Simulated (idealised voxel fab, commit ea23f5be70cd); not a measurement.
process module | voxel ribs on slabs
cross-section cut | 200 nm wide | cells 5 nm
A cross-section is a grid of square cells, given in bands from the top down. A band is one or more rows of cells.
Each band's line starts with the height of the band's top and of its bottom, in nm. Then come its materials from left to right, each with its width in nm. One material with "throughout" fills the band from edge to edge. "air" is empty space.
Height 0 is the level under which the wafer as received is all one material. The lowest band goes on downwards, as in "0 down".
A width such as "30 to 40" changes by the same amount from each row of cells to the next, from the band's top row to its bottom row.
"no change" after a step means that no cell of the cross-section changed.
closed voids: empty space of 8 cells or more with no open way to the top, each as width x height at its distance from the left edge, in nm
after a step's settings: what the simulator itself notes on the step
overlay nm, on a step with a mask: how far to the right of its planned place the mask lay; to the left if negative
plan
1 op RECEIVE | material Si
2 op DIRECTIONAL_DEP | material SiO2 | thk nm 25
3 op DIRECTIONAL_DEP | material SiN | thk nm 20
4 op DIRECTIONAL_DEP | material aC | thk nm 10
5 op PATTERN | tone cover | mask id RIB | material resist | width nm 20 | thk nm 30 | overlay nm 0
6 op DIRECTIONAL_ETCH | etch materials aC | depth nm 10
7 op STRIP | etch materials resist
8 op DIRECTIONAL_ETCH | etch materials SiN | depth nm 10
9 op STRIP | etch materials aC
10 op PATTERN | tone cover | mask id SLAB | material resist | width nm 80 | thk nm 15 | overlay nm 0
11 op DIRECTIONAL_ETCH | etch materials SiN | depth nm 10
12 op STRIP | etch materials resist
13 op FILL_DEP | material SiO2 | thk nm 25
14 op CMP | height nm 65
15 op DIRECTIONAL_DEP | material W | thk nm 10
16 op PATTERN | tone cover | mask id HEATER | material resist | width nm 30 | thk nm 20 | overlay nm 0
17 op DIRECTIONAL_ETCH | etch materials W | depth nm 10
18 op STRIP | etch materials resist
19 op CONFORMAL_DEP | material SiN | thk nm 5
first wafer, as planned
as received, after step 1
  0 down: Si throughout
  closed voids: none
after step 2
  25 to 0: SiO2 throughout
  below 0: unchanged
after step 3
  45 to 25: SiN throughout
  below 25: unchanged
after step 4
  55 to 45: aC throughout
  below 45: unchanged
after step 5
  85 to 55: air 90 | resist 20 | air 90
  below 55: unchanged
after step 6
  75 to 55: air 90 | resist 20 | air 90
  55 to 45: air 90 | aC 20 | air 90
  below 45: unchanged
after step 7
  55 to 45: air 90 | aC 20 | air 90
  below 45: unchanged
after step 8
  55 to 45: air 90 | aC 20 | air 90
  45 to 35: air 90 | SiN 20 | air 90
  below 35: unchanged
after step 9
  45 to 35: air 90 | SiN 20 | air 90
  below 35: unchanged
after step 10
  60 to 45: air 60 | resist 80 | air 60
  45 to 35: air 60 | resist 30 | SiN 20 | resist 30 | air 60
  below 35: unchanged
after step 11
  60 to 45: air 60 | resist 80 | air 60
  45 to 35: air 60 | resist 30 | SiN 20 | resist 30 | air 60
  35 to 25: air 60 | SiN 80 | air 60
  below 25: unchanged
after step 12
  45 to 35: air 90 | SiN 20 | air 90
  below 35: unchanged
after step 13
  70 to 45: SiO2 throughout
  45 to 35: SiO2 90 | SiN 20 | SiO2 90
  35 to 25: SiO2 60 | SiN 80 | SiO2 60
  below 25: unchanged
after step 14
  65 to 45: SiO2 throughout
  below 45: unchanged
after step 15
  75 to 65: W throughout
  below 65: unchanged
after step 16
  95 to 75: air 85 | resist 30 | air 85
  below 75: unchanged
after step 17
  95 to 75: air 85 | resist 30 | air 85
  75 to 65: air 85 | W 30 | air 85
  below 65: unchanged
after step 18
  75 to 65: air 85 | W 30 | air 85
  below 65: unchanged
after step 19
  80 to 75: air 80 | SiN 40 | air 80
  75 to 70: air 80 | SiN 5 | W 30 | SiN 5 | air 80
  70 to 65: SiN 85 | W 30 | SiN 85
  below 65: unchanged
second wafer: like start, like plan, one mistake. Through step 18 it matches the first wafer
when step 19 should have ended: no change
what went wrong: step 19 was left out
at the end the second wafer has, in cells: 44 fewer of SiN
